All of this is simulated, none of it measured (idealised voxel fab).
process module | voxel released beams
cross-section cut | 155 nm wide | cells 5 nm
A cross-section is a grid of square cells, given in bands from the top down. A band is one or more rows of cells.
Each band's line starts with the height of the band's top and of its bottom, in nm. Then come its materials from left to right, each with its width in nm. One material with "throughout" fills the band from edge to edge. "air" is empty space.
Height 0 is the level under which the wafer as received is all one material. The lowest band goes on downwards, as in "0 down".
A width such as "30 to 40" changes by the same amount from each row of cells to the next, from the band's top row to its bottom row.
"no change" after a step means that no cell of the cross-section changed.
closed voids: empty space of 8 cells or more with no open way to the top, each as width x height at its distance from the left edge, in nm
after a step's settings: what the simulator itself notes on the step
overlay nm, on a step with a mask: how far to the right of its planned place the mask lay; to the left if negative
plan
1 op RECEIVE | material Si
2 op CONFORMAL_DEP | material SiN | thk nm 5
3 op DIRECTIONAL_DEP | material SiO2 | thk nm 15
4 op MASKED_ETCH | tone open | mask id ANCHOR | width nm 35 | etch materials SiO2 | depth nm 15 | overlay nm 0
5 op CONFORMAL_DEP | material W | thk nm 15
6 op DIRECTIONAL_DEP | material aC | thk nm 15
7 op PATTERN | tone cover | mask id BEAM | material resist | width nm 90 | thk nm 30 | overlay nm 0
8 op DIRECTIONAL_ETCH | etch materials aC | depth nm 15
9 op STRIP | etch materials resist
10 op DIRECTIONAL_ETCH | etch materials W | depth nm 15
11 op STRIP | etch materials aC
12 op STRIP | etch materials SiO2
as received, after step 1
  0 down: Si throughout
  closed voids: none
first wafer at the end, as planned
  35 to 20: air 30 | W 20 | air 5 | W 65 | air 35
  20 to 5: air 35 | W 35 | air 85
  5 to 0: SiN throughout
  0 down: Si throughout
  closed voids: none
second wafer at the end: like start, like plan, one mistake
  30 to 15: air 30 | W 20 | air 5 | W 65 | air 35
  15 to 0: air 35 | W 35 | air 85
  0 down: Si throughout
  closed voids: none
what went wrong: step 2 was left out
at the end the second wafer has, in cells: 31 fewer of SiN
